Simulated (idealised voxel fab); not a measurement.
The process module presented herein is designated voxel plated lines.
Xsec cut, 290 nm wide, square cell size 5 nm.
The cross-sections in this document take the form of a grid made of square cells. They are written out as bands, in order from top to bottom. Each band consists of one or more rows of cells. Quick guide to a band line: top height, bottom height (nm) up front; then every material left to right with its width in nm. Only one material and it's marked "everywhere"? Then it fills the band edge to edge. And "empty" just means empty space. We count height from 0. Below that, the starting wafer is all one material. The lowest band never ends at the bottom but goes on down; see "z 0 and below" for how that is written. Per-row width for "30 to 40": begins at first number (top row of band), ends at second number (bottom row), increment between rows held constant. "no modification" -> step changed no cross-section cell. The label "Unvented internal voids" introduces a list of the empty spaces, 8 cells or larger, that have no open way up to the top; each entry in it reads width x height at distance, where the distance is taken from the left edge and all three are stated in nm. Anything after a step's settings on that line? It's the simulator's own note about the step. overlay nm: for a step with a mask, the amount by which the mask lay right of where it was planned; a negative amount means left of it.

THE PLANNED PROCESS STEPS ARE ENUMERATED HEREUNDER
1) RECEIVE: material Si
2) CONFORMAL_DEP: material Al2O3, thk nm 10
3) DIRECTIONAL_DEP: material TiN, thk nm 5
4) PATTERN: tone open, mask id LINES, material resist, width nm 20, pitch nm 35, thk nm 35, overlay nm 0
5) EPI: material Ru, thk nm 5
6) EPI: material Ru, thk nm 5
7) EPI: material Ru, thk nm 10
8) STRIP: etch materials resist
9) DIRECTIONAL_ETCH: etch materials TiN, depth nm 5
10) CONFORMAL_DEP: material SiCN, thk nm 5
Variable across wafers: step 3 thk nm (plan value is that of the first wafer; starting state common to all).

FIRST WAFER AS RECEIVED, AFTER STEP 1
	z 0 and below: Si everywhere
	Unvented internal voids: none

GAINED (+) OR LOST (-) CELLS OF EACH MATERIAL SINCE RECEIPT, THEN CLOSED VOIDS: ONE ROW PER WAFER, AT THE END OF THE MODULE
thk nm 5, +116 Al2O3, +64 Ru, +98 SiCN, +16 TiN, Unvented internal voids: none
thk nm 10, +116 Al2O3, +64 Ru, +98 SiCN, +74 TiN, Unvented internal voids: none
thk nm 15, +116 Al2O3, +64 Ru, +98 SiCN, +132 TiN, Unvented internal voids: none
thk nm 20, +116 Al2O3, +64 Ru, +98 SiCN, +190 TiN, Unvented internal voids: none
